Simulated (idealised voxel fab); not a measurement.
Module name: voxel released beams (process module)
The figure presents cross-section cut, which has a width of 165 nm and is divided into square cells with an edge length of 5 nm.
Square cells in a grid make up a cross-section in this document, and the grid is given as bands, listed from the top down, each one or more rows of cells.
First you get the band's top height and its bottom height, in nm, and then the materials it's made of, left to right, with each width in nm. If you see a single material with "edge to edge", that one covers the band edge to edge. "air" is empty space.
Beneath 0, the wafer as received is one material, and that level is where height counting begins. The lowest band goes on downward without a bottom; it is written like "0 -> down".
Per-row width for "30..40": begins at first number (top row of band), ends at second number (bottom row), increment between rows held constant.
"nothing got changed", as given for a step, is the statement that not any cell of the cross-section underwent a change during that step.
Voids not open to the top, 8 cells minimum: see "Non-vented voids". Written width x height at distance; distance is from the left edge; nm.
Read whatever lies past the settings on a step's line as the simulator's own remark about the step.
overlay nm: where the mask lay relative to plan, measured to the right, on steps with a mask; negatives go left.
Quick note on how to read the rest: it's all pairs. You get the cross-section before a process step and the one after, but the after one only goes down as far as the lowest band that changed. The step in between, with its settings, sits under the pair. Heads up, the pairs can come from different runs of this module on the same starting wafer, so don't assume a pair picks up from the one above unless its "Pre-process state" entry says it does.
# Pre-process state
> 0 -> down: Si edge to edge
> Non-vented voids: none
# Resulting Structure
> 10 -> 0: Al2O3 edge to edge
> All layers under 0 are left as they were.
> Non-vented voids: none
The before and after cross-sections above differ by one step: CONFORMAL_DEP, material Al2O3, thk nm 10
Pre-process state: per the after cross-section of the pair just above.
# Resulting Structure
> 25 -> 10: SiO2 edge to edge
> All layers under 10 are left as they were.
> Non-vented voids: none
The before and after cross-sections above differ by one step: DIRECTIONAL_DEP, material SiO2, thk nm 15
Pre-process state: per the after cross-section of the pair just above.
# Resulting Structure
> 40 -> 25: 30 nm resist; 30 nm air; 105 nm resist
> All layers under 25 are left as they were.
> Non-vented voids: none
The before and after cross-sections above differ by one step: PATTERN, tone open, mask id ANCHOR, material resist, width nm 30, thk nm 15, overlay nm 0
Pre-process state: per the after cross-section of the pair just above.
# Resulting Structure
> 40 -> 25: 30 nm resist; 30 nm air; 105 nm resist
> 25 -> 10: 30 nm SiO2; 30 nm air; 105 nm SiO2
> All layers under 10 are left as they were.
> Non-vented voids: none
The before and after cross-sections above differ by one step: DIRECTIONAL_ETCH, etch materials SiO2, depth nm 15
Pre-process state: per the after cross-section of the pair just above.
# Resulting Structure
> 25 -> 10: 30 nm SiO2; 30 nm air; 105 nm SiO2
> All layers under 10 are left as they were.
> Non-vented voids: none
The before and after cross-sections above differ by one step: STRIP, etch materials resist
Pre-process state: per the after cross-section of the pair just above.
# Resulting Structure
> 35 -> 25: 40 nm W; 10 nm air; 115 nm W
> 25 -> 20: 30 nm SiO2; 10 nm W; 10 nm air; 10 nm W; 105 nm SiO2
> 20 -> 10: 30 nm SiO2; 30 nm W; 105 nm SiO2
> All layers under 10 are left as they were.
> Non-vented voids: none
The before and after cross-sections above differ by one step: CONFORMAL_DEP, material W, thk nm 10
Pre-process state: per the after cross-section of the pair just above.
# Resulting Structure
> 55 -> 35: 25 nm air; 110 nm resist; 30 nm air
> 35 -> 25: 40 nm W; 10 nm resist; 115 nm W
> 25 -> 20: 30 nm SiO2; 10 nm W; 10 nm resist; 10 nm W; 105 nm SiO2
> All layers under 20 are left as they were.
> Non-vented voids: none
The before and after cross-sections above differ by one step: PATTERN, tone cover, mask id BEAM, material resist, width nm 110, thk nm 20, overlay nm 0
Pre-process state: per the after cross-section of the pair just above.
# Resulting Structure
> 55 -> 35: 25 nm air; 110 nm resist; 30 nm air
> 35 -> 25: 25 nm air; 15 nm W; 10 nm resist; 85 nm W; 30 nm air
> All layers under 25 are left as they were.
> Non-vented voids: none
The before and after cross-sections above differ by one step: DIRECTIONAL_ETCH, etch materials W, depth nm 10
Pre-process state: per the after cross-section of the pair just above.
# Resulting Structure
> 35 -> 25: 25 nm air; 15 nm W; 10 nm air; 85 nm W; 30 nm air
> 25 -> 20: 30 nm SiO2; 10 nm W; 10 nm air; 10 nm W; 105 nm SiO2
> All layers under 20 are left as they were.
> Non-vented voids: none
The before and after cross-sections above differ by one step: STRIP, etch materials resist
Pre-process state: per the after cross-section of the pair just above.
# Resulting Structure
> 35 -> 25: 25 nm air; 15 nm W; 10 nm air; 85 nm W; 30 nm air
> 25 -> 20: 30 nm air; 10 nm W; 10 nm air; 10 nm W; 105 nm air
> 20 -> 10: 30 nm air; 30 nm W; 105 nm air
> All layers under 10 are left as they were.
> Non-vented voids: none
The before and after cross-sections above differ by one step: STRIP, etch materials SiO2
# Pre-process state
> 0 -> down: Si edge to edge
> Non-vented voids: none
# Resulting Structure
> 15 -> 0: SiO2 edge to edge
> All layers under 0 are left as they were.
> Non-vented voids: none
The before and after cross-sections above differ by one step: DIRECTIONAL_DEP, material SiO2, thk nm 15
Pre-process state: per the after cross-section of the pair just above.
# Resulting Structure
> 30 -> 15: 30 nm resist; 30 nm air; 105 nm resist
> All layers under 15 are left as they were.
> Non-vented voids: none
The before and after cross-sections above differ by one step: PATTERN, tone open, mask id ANCHOR, material resist, width nm 30, thk nm 15, overlay nm 0
Pre-process state: per the after cross-section of the pair just above.
# Resulting Structure
> 30 -> 15: 30 nm resist; 30 nm air; 105 nm resist
> 15 -> 0: 30 nm SiO2; 30 nm air; 105 nm SiO2
> All layers under 0 are left as they were.
> Non-vented voids: none
The before and after cross-sections above differ by one step: DIRECTIONAL_ETCH, etch materials SiO2, depth nm 15
Pre-process state: per the after cross-section of the pair just above.
# Resulting Structure
> 15 -> 0: 30 nm SiO2; 30 nm air; 105 nm SiO2
> All layers under 0 are left as they were.
> Non-vented voids: none
The before and after cross-sections above differ by one step: STRIP, etch materials resist
Pre-process state: per the after cross-section of the pair just above.
# Resulting Structure
> 25 -> 15: 40 nm W; 10 nm air; 115 nm W
> 15 -> 10: 30 nm SiO2; 10 nm W; 10 nm air; 10 nm W; 105 nm SiO2
> 10 -> 0: 30 nm SiO2; 30 nm W; 105 nm SiO2
> All layers under 0 are left as they were.
> Non-vented voids: none
The before and after cross-sections above differ by one step: CONFORMAL_DEP, material W, thk nm 10
Pre-process state: per the after cross-section of the pair just above.
# Resulting Structure
> 45 -> 25: 25 nm air; 110 nm resist; 30 nm air
> 25 -> 15: 40 nm W; 10 nm resist; 115 nm W
> 15 -> 10: 30 nm SiO2; 10 nm W; 10 nm resist; 10 nm W; 105 nm SiO2
> All layers under 10 are left as they were.
> Non-vented voids: none
The before and after cross-sections above differ by one step: PATTERN, tone cover, mask id BEAM, material resist, width nm 110, thk nm 20, overlay nm 0
Pre-process state: per the after cross-section of the pair just above.
# Resulting Structure
> 45 -> 25: 25 nm air; 110 nm resist; 30 nm air
> 25 -> 15: 25 nm air; 15 nm W; 10 nm resist; 85 nm W; 30 nm air
> All layers under 15 are left as they were.
> Non-vented voids: none
The before and after cross-sections above differ by one step: DIRECTIONAL_ETCH, etch materials W, depth nm 10
Pre-process state: per the after cross-section of the pair just above.
# Resulting Structure
> 25 -> 15: 25 nm air; 15 nm W; 10 nm air; 85 nm W; 30 nm air
> 15 -> 10: 30 nm SiO2; 10 nm W; 10 nm air; 10 nm W; 105 nm SiO2
> All layers under 10 are left as they were.
> Non-vented voids: none
The before and after cross-sections above differ by one step: STRIP, etch materials resist
Pre-process state: per the after cross-section of the pair just above.
# Resulting Structure
> 25 -> 15: 25 nm air; 15 nm W; 10 nm air; 85 nm W; 30 nm air
> 15 -> 10: 30 nm air; 10 nm W; 10 nm air; 10 nm W; 105 nm air
> 10 -> 0: 30 nm air; 30 nm W; 105 nm air
> All layers under 0 are left as they were.
> Non-vented voids: none
The before and after cross-sections above differ by one step: STRIP, etch materials SiO2
# Pre-process state
> 15 -> 0: SiO2 edge to edge
> 0 -> down: Si edge to edge
> Non-vented voids: none
# Resulting Structure
> 25 -> 15: Al2O3 edge to edge
> All layers under 15 are left as they were.
> Non-vented voids: none
The before and after cross-sections above differ by one step: CONFORMAL_DEP, material Al2O3, thk nm 10
Pre-process state: per the after cross-section of the pair just above.
# Resulting Structure
> 40 -> 25: 30 nm resist; 30 nm air; 105 nm resist
> All layers under 25 are left as they were.
> Non-vented voids: none
The before and after cross-sections above differ by one step: PATTERN, tone open, mask id ANCHOR, material resist, width nm 30, thk nm 15, overlay nm 0
Pre-process state: per the after cross-section of the pair just above.
# Resulting Structure
> 25 -> 15: Al2O3 edge to edge
> All layers under 15 are left as they were.
> Non-vented voids: none
The before and after cross-sections above differ by one step: STRIP, etch materials resist
Pre-process state: per the after cross-section of the pair just above.
# Resulting Structure
> 35 -> 25: W edge to edge
> All layers under 25 are left as they were.
> Non-vented voids: none
The before and after cross-sections above differ by one step: CONFORMAL_DEP, material W, thk nm 10
Pre-process state: per the after cross-section of the pair just above.
# Resulting Structure
> 55 -> 35: 25 nm air; 110 nm resist; 30 nm air
> All layers under 35 are left as they were.
> Non-vented voids: none
The before and after cross-sections above differ by one step: PATTERN, tone cover, mask id BEAM, material resist, width nm 110, thk nm 20, overlay nm 0
Pre-process state: per the after cross-section of the pair just above.
# Resulting Structure
> 55 -> 35: 25 nm air; 110 nm resist; 30 nm air
> 35 -> 25: 25 nm air; 110 nm W; 30 nm air
> All layers under 25 are left as they were.
> Non-vented voids: none
The before and after cross-sections above differ by one step: DIRECTIONAL_ETCH, etch materials W, depth nm 10
Pre-process state: per the after cross-section of the pair just above.
# Resulting Structure
> 35 -> 25: 25 nm air; 110 nm W; 30 nm air
> All layers under 25 are left as they were.
> Non-vented voids: none
The before and after cross-sections above differ by one step: STRIP, etch materials resist
# Pre-process state
> 25 -> 10: 30 nm SiO2; 30 nm air; 105 nm SiO2
> 10 -> 0: Al2O3 edge to edge
> 0 -> down: Si edge to edge
> Non-vented voids: none
# Resulting Structure
> 40 -> 25: W edge to edge
> 25 -> 10: 30 nm SiO2; 30 nm W; 105 nm SiO2
> All layers under 10 are left as they were.
> Non-vented voids: none
The before and after cross-sections above differ by one step: CONFORMAL_DEP, material W, thk nm 15
Pre-process state: per the after cross-section of the pair just above.
# Resulting Structure
> 60 -> 40: 25 nm air; 110 nm resist; 30 nm air
> All layers under 40 are left as they were.
> Non-vented voids: none
The before and after cross-sections above differ by one step: PATTERN, tone cover, mask id BEAM, material resist, width nm 110, thk nm 20, overlay nm 0
Pre-process state: per the after cross-section of the pair just above.
# Resulting Structure
> 60 -> 40: 25 nm air; 110 nm resist; 30 nm air
> 40 -> 30: 25 nm air; 110 nm W; 30 nm air
> All layers under 30 are left as they were.
> Non-vented voids: none
The before and after cross-sections above differ by one step: DIRECTIONAL_ETCH, etch materials W, depth nm 10
Pre-process state: per the after cross-section of the pair just above.
# Resulting Structure
> 40 -> 30: 25 nm air; 110 nm W; 30 nm air
> All layers under 30 are left as they were.
> Non-vented voids: none
The before and after cross-sections above differ by one step: STRIP, etch materials resist
# Pre-process state
> 35 -> 25: 40 nm W; 10 nm air; 115 nm W
> 25 -> 20: 30 nm SiO2; 10 nm W; 10 nm air; 10 nm W; 105 nm SiO2
> 20 -> 10: 30 nm SiO2; 30 nm W; 105 nm SiO2
> 10 -> 0: Al2O3 edge to edge
> 0 -> down: Si edge to edge
> Non-vented voids: none
# Resulting Structure
> 55 -> 35: 20 nm air; 120 nm resist; 25 nm air
> 35 -> 25: 40 nm W; 10 nm resist; 115 nm W
> 25 -> 20: 30 nm SiO2; 10 nm W; 10 nm resist; 10 nm W; 105 nm SiO2
> All layers under 20 are left as they were.
> Non-vented voids: none
The before and after cross-sections above differ by one step: PATTERN, tone cover, mask id BEAM, material resist, width nm 120, thk nm 20, overlay nm 0
Pre-process state: per the after cross-section of the pair just above.
# Resulting Structure
> 55 -> 35: 20 nm air; 120 nm resist; 25 nm air
> 35 -> 25: 20 nm air; 20 nm W; 10 nm resist; 90 nm W; 25 nm air
> All layers under 25 are left as they were.
> Non-vented voids: none
The before and after cross-sections above differ by one step: DIRECTIONAL_ETCH, etch materials W, depth nm 10
Pre-process state: per the after cross-section of the pair just above.
# Resulting Structure
> 35 -> 25: 20 nm air; 20 nm W; 10 nm air; 90 nm W; 25 nm air
> 25 -> 20: 30 nm SiO2; 10 nm W; 10 nm air; 10 nm W; 105 nm SiO2
> All layers under 20 are left as they were.
> Non-vented voids: none
The before and after cross-sections above differ by one step: STRIP, etch materials resist
Pre-process state: per the after cross-section of the pair just above.
# Resulting Structure
> 35 -> 25: 20 nm air; 20 nm W; 10 nm air; 90 nm W; 25 nm air
> 25 -> 20: 30 nm air; 10 nm W; 10 nm air; 10 nm W; 105 nm air
> 20 -> 10: 30 nm air; 30 nm W; 105 nm air
> All layers under 10 are left as they were.
> Non-vented voids: none
The before and after cross-sections above differ by one step: STRIP, etch materials SiO2
# Pre-process state
> 25 -> 10: SiO2 edge to edge
> 10 -> 0: Al2O3 edge to edge
> 0 -> down: Si edge to edge
> Non-vented voids: none
# Resulting Structure
> 40 -> 25: 25 nm resist; 30 nm air; 110 nm resist
> All layers under 25 are left as they were.
> Non-vented voids: none
The before and after cross-sections above differ by one step: PATTERN, tone open, mask id ANCHOR, material resist, width nm 30, thk nm 15, overlay nm -5
Pre-process state: per the after cross-section of the pair just above.
# Resulting Structure
> 40 -> 25: 25 nm resist; 30 nm air; 110 nm resist
> 25 -> 10: 25 nm SiO2; 30 nm air; 110 nm SiO2
> All layers under 10 are left as they were.
> Non-vented voids: none
The before and after cross-sections above differ by one step: DIRECTIONAL_ETCH, etch materials SiO2, depth nm 15
Pre-process state: per the after cross-section of the pair just above.
# Resulting Structure
> 25 -> 10: 25 nm SiO2; 30 nm air; 110 nm SiO2
> All layers under 10 are left as they were.
> Non-vented voids: none
The before and after cross-sections above differ by one step: STRIP, etch materials resist
Pre-process state: per the after cross-section of the pair just above.
# Resulting Structure
> 35 -> 25: 35 nm W; 10 nm air; 120 nm W
> 25 -> 20: 25 nm SiO2; 10 nm W; 10 nm air; 10 nm W; 110 nm SiO2
> 20 -> 10: 25 nm SiO2; 30 nm W; 110 nm SiO2
> All layers under 10 are left as they were.
> Non-vented voids: none
The before and after cross-sections above differ by one step: CONFORMAL_DEP, material W, thk nm 10
Pre-process state: per the after cross-section of the pair just above.
# Resulting Structure
> 55 -> 35: 25 nm air; 110 nm resist; 30 nm air
> 35 -> 25: 35 nm W; 10 nm resist; 120 nm W
> 25 -> 20: 25 nm SiO2; 10 nm W; 10 nm resist; 10 nm W; 110 nm SiO2
> All layers under 20 are left as they were.
> Non-vented voids: none
The before and after cross-sections above differ by one step: PATTERN, tone cover, mask id BEAM, material resist, width nm 110, thk nm 20, overlay nm 0
Pre-process state: per the after cross-section of the pair just above.
# Resulting Structure
> 55 -> 35: 25 nm air; 110 nm resist; 30 nm air
> 35 -> 25: 25 nm air; 10 nm W; 10 nm resist; 90 nm W; 30 nm air
> All layers under 25 are left as they were.
> Non-vented voids: none
The before and after cross-sections above differ by one step: DIRECTIONAL_ETCH, etch materials W, depth nm 10
Pre-process state: per the after cross-section of the pair just above.
# Resulting Structure
> 35 -> 25: 25 nm air; 10 nm W; 10 nm air; 90 nm W; 30 nm air
> 25 -> 20: 25 nm SiO2; 10 nm W; 10 nm air; 10 nm W; 110 nm SiO2
> All layers under 20 are left as they were.
> Non-vented voids: none
The before and after cross-sections above differ by one step: STRIP, etch materials resist
Pre-process state: per the after cross-section of the pair just above.
# Resulting Structure
> 35 -> 25: 25 nm air; 10 nm W; 10 nm air; 90 nm W; 30 nm air
> 25 -> 20: 25 nm air; 10 nm W; 10 nm air; 10 nm W; 110 nm air
> 20 -> 10: 25 nm air; 30 nm W; 110 nm air
> All layers under 10 are left as they were.
> Non-vented voids: none
The before and after cross-sections above differ by one step: STRIP, etch materials SiO2
# Pre-process state
> 35 -> 25: 25 nm air; 15 nm W; 10 nm air; 85 nm W; 30 nm air
> 25 -> 20: 30 nm SiO2; 10 nm W; 10 nm air; 10 nm W; 105 nm SiO2
> 20 -> 10: 30 nm SiO2; 30 nm W; 105 nm SiO2
> 10 -> 0: Al2O3 edge to edge
> 0 -> down: Si edge to edge
> Non-vented voids: none
# Resulting Structure
> 25 -> 10: 30 nm SiO2; 30 nm air; 105 nm SiO2
> All layers under 10 are left as they were.
> Non-vented voids: none
The before and after cross-sections above differ by one step: STRIP, etch materials W
# Pre-process state
> 25 -> 10: SiO2 edge to edge
> 10 -> 0: Al2O3 edge to edge
> 0 -> down: Si edge to edge
> Non-vented voids: none
# Resulting Structure
> 40 -> 25: 30 nm air; 30 nm resist; 105 nm air
> All layers under 25 are left as they were.
> Non-vented voids: none
The before and after cross-sections above differ by one step: PATTERN, tone cover, mask id ANCHOR, material resist, width nm 30, thk nm 15, overlay nm 0
Pre-process state: per the after cross-section of the pair just above.
# Resulting Structure
> 40 -> 25: 30 nm air; 30 nm resist; 105 nm air
> 25 -> 10: 30 nm air; 30 nm SiO2; 105 nm air
> All layers under 10 are left as they were.
> Non-vented voids: none
The before and after cross-sections above differ by one step: DIRECTIONAL_ETCH, etch materials SiO2, depth nm 15
Pre-process state: per the after cross-section of the pair just above.
# Resulting Structure
> 25 -> 10: 30 nm air; 30 nm SiO2; 105 nm air
> All layers under 10 are left as they were.
> Non-vented voids: none
The before and after cross-sections above differ by one step: STRIP, etch materials resist
Pre-process state: per the after cross-section of the pair just above.
# Resulting Structure
> 35 -> 25: 20 nm air; 50 nm W; 95 nm air
> 25 -> 20: 20 nm air; 10 nm W; 30 nm SiO2; 10 nm W; 95 nm air
> 20 -> 10: 30 nm W; 30 nm SiO2; 105 nm W
> All layers under 10 are left as they were.
> Non-vented voids: none
The before and after cross-sections above differ by one step: CONFORMAL_DEP, material W, thk nm 10
Pre-process state: per the after cross-section of the pair just above.
# Resulting Structure
> 55 -> 35: 25 nm air; 110 nm resist; 30 nm air
> 35 -> 25: 20 nm air; 50 nm W; 65 nm resist; 30 nm air
> 25 -> 20: 20 nm air; 10 nm W; 30 nm SiO2; 10 nm W; 65 nm resist; 30 nm air
> All layers under 20 are left as they were.
> Non-vented voids: none
The before and after cross-sections above differ by one step: PATTERN, tone cover, mask id BEAM, material resist, width nm 110, thk nm 20, overlay nm 0
Pre-process state: per the after cross-section of the pair just above.
# Resulting Structure
> 55 -> 35: 25 nm air; 110 nm resist; 30 nm air
> 35 -> 25: 25 nm air; 45 nm W; 65 nm resist; 30 nm air
> 25 -> 20: 20 nm air; 10 nm W; 30 nm SiO2; 10 nm W; 65 nm resist; 30 nm air
> 20 -> 10: 20 nm air; 10 nm W; 30 nm SiO2; 75 nm W; 30 nm air
> All layers under 10 are left as they were.
> Non-vented voids: none
The before and after cross-sections above differ by one step: DIRECTIONAL_ETCH, etch materials W, depth nm 10
Pre-process state: per the after cross-section of the pair just above.
# Resulting Structure
> 35 -> 25: 25 nm air; 45 nm W; 95 nm air
> 25 -> 20: 20 nm air; 10 nm W; 30 nm SiO2; 10 nm W; 95 nm air
> All layers under 20 are left as they were.
> Non-vented voids: none
The before and after cross-sections above differ by one step: STRIP, etch materials resist
